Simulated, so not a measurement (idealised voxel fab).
process module | voxel fin reveal
cross-section cut | 280 nm wide | cells 5 nm
A cross-section is a grid of square cells, given in bands from the top down. A band is one or more rows of cells.
Each band's line starts with the height of the band's top and of its bottom, in nm. Then come its materials from left to right, each with its width in nm. One material with "throughout" fills the band from edge to edge. "air" is empty space.
Height 0 is the level under which the wafer as received is all one material. The lowest band goes on downwards, as in "0 down".
A width such as "30 to 40" changes by the same amount from each row of cells to the next, from the band's top row to its bottom row.
"no change" after a step means that no cell of the cross-section changed.
closed voids: empty space of 8 cells or more with no open way to the top, each as width x height at its distance from the left edge, in nm
after a step's settings: what the simulator itself notes on the step
overlay nm, on a step with a mask: how far to the right of its planned place the mask lay; to the left if negative
plan
1 op RECEIVE | material Si
2 op CONFORMAL_DEP | material SiN | thk nm 5
3 op PATTERN | tone cover | mask id FINS | material resist | width nm 15 | pitch nm 40 | thk nm 20 | overlay nm 0
4 op DIRECTIONAL_ETCH | etch materials SiN | depth nm 5
5 op DIRECTIONAL_ETCH | etch materials Si | depth nm 40
6 op STRIP | etch materials resist
7 op OXIDIZE | depth nm 5
8 op FILL_DEP | material SiO2 | thk nm 15
9 op CMP | height nm 5
10 op SELECTIVE_ETCH | etch materials SiO2 | depth nm 35
11 op STRIP | etch materials SiN
as received, after step 1
  0 down: Si throughout
  closed voids: none
first wafer at the end, as planned
  0 to -30: air 75 | Si 5 | air 35 | Si 5 | air 35 | Si 5 | air 35 | Si 5 | air 80
  -30 to -45: SiO2 75 | Si 5 | SiO2 35 | Si 5 | SiO2 35 | Si 5 | SiO2 35 | Si 5 | SiO2 80
  -45 down: Si throughout
  closed voids: none
second wafer at the end: like start, like plan, one mistake
  0 to -45: air 75 | Si 5 | air 35 | Si 5 | air 35 | Si 5 | air 35 | Si 5 | air 80
  -45 down: Si throughout
  closed voids: none
what went wrong: step 10 was run twice
at the end the second wafer has, in cells: 156 fewer of SiO2
